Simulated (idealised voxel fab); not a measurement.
The process module presented herein is designated voxel fin reveal.
For reference, the cross-section in this document is cut, with width 275 nm and square cells of 5 nm.
Cross-section, as written here: a square-cell grid given band by band from the top down, where a band holds one or more rows of cells.
It is stipulated that each band's entry specify, in nanometres, the height of the top of the band and then that of its bottom, followed by the materials of the band in left-to-right sequence, each together with its width in nanometres. A single material marked by the word "edge to edge" is understood to fill the band from edge to edge; the word "blank" is understood to denote empty space.
Beneath 0, the wafer as received is one material, and that level is where height counting begins. The lowest band goes on downward without a bottom; it is written like "0 -> down".
Width "30 to 40": first value at the band's top row of cells, second value at its bottom row, equal change from row to row.
What does "identical to before" mean for a step? It means no cell of the cross-section changed in that step.
"Sealed cavities" enumerates empty spaces isolated from the top, with no open way to it, that contain at least 8 cells, giving each as width x height at distance from the left edge, all three in nm.
Text after the settings on a step's line: the simulator's own remark on that step.
The setting "overlay nm" may be written on the line of a step. When the step uses a mask, the value reports how far to the right of the planned place the mask lay, and a negative value reports that it lay to the left.
Process steps (planned)
step 1: RECEIVE, material Si
step 2: CONFORMAL_DEP, material SiN, thk nm 5
step 3: MASKED_ETCH, tone cover, mask id FINS, width nm 15, pitch nm 35, etch materials SiN, depth nm 5, overlay nm 0
step 4: MASKED_ETCH, tone cover, mask id FINS, width nm 15, pitch nm 35, etch materials Si, depth nm 40, overlay nm 0
step 5: OXIDIZE, depth nm 5
step 6: FILL_DEP, material SiO2, thk nm 15
step 7: CMP, height nm 5
step 8: SELECTIVE_ETCH, etch materials SiO2, depth nm 20
step 9: STRIP, etch materials SiN
Incoming wafer in cross-section (state: after step 1)
    0 -> down  Si edge to edge
    Sealed cavities: none
Cross-section: first of two wafers, module finished, run according to plan
    0 -> -15  80 nm blank | 5 nm Si | 30 nm blank | 5 nm Si | 30 nm blank | 5 nm Si | 30 nm blank | 5 nm Si | 85 nm blank
    -15 -> -45  80 nm SiO2 | 5 nm Si | 30 nm SiO2 | 5 nm Si | 30 nm SiO2 | 5 nm Si | 30 nm SiO2 | 5 nm Si | 85 nm SiO2
    -45 -> down  Si edge to edge
    Sealed cavities: none
Cross-section of the latter of the two wafers at module completion. It had an identical start and an identical plan to the former; in running it, one mistake was made
    0 -> -35  80 nm blank | 5 nm Si | 30 nm blank | 5 nm Si | 30 nm blank | 5 nm Si | 30 nm blank | 5 nm Si | 85 nm blank
    -35 -> -45  80 nm SiO2 | 5 nm Si | 30 nm SiO2 | 5 nm Si | 30 nm SiO2 | 5 nm Si | 30 nm SiO2 | 5 nm Si | 85 nm SiO2
    -45 -> down  Si edge to edge
    Sealed cavities: none
Against the plan, the run slipped here: step 8 of the plan was twice carried out
The second wafer ends with more or fewer cells of some materials than the first, per final count: 204 fewer of SiO2
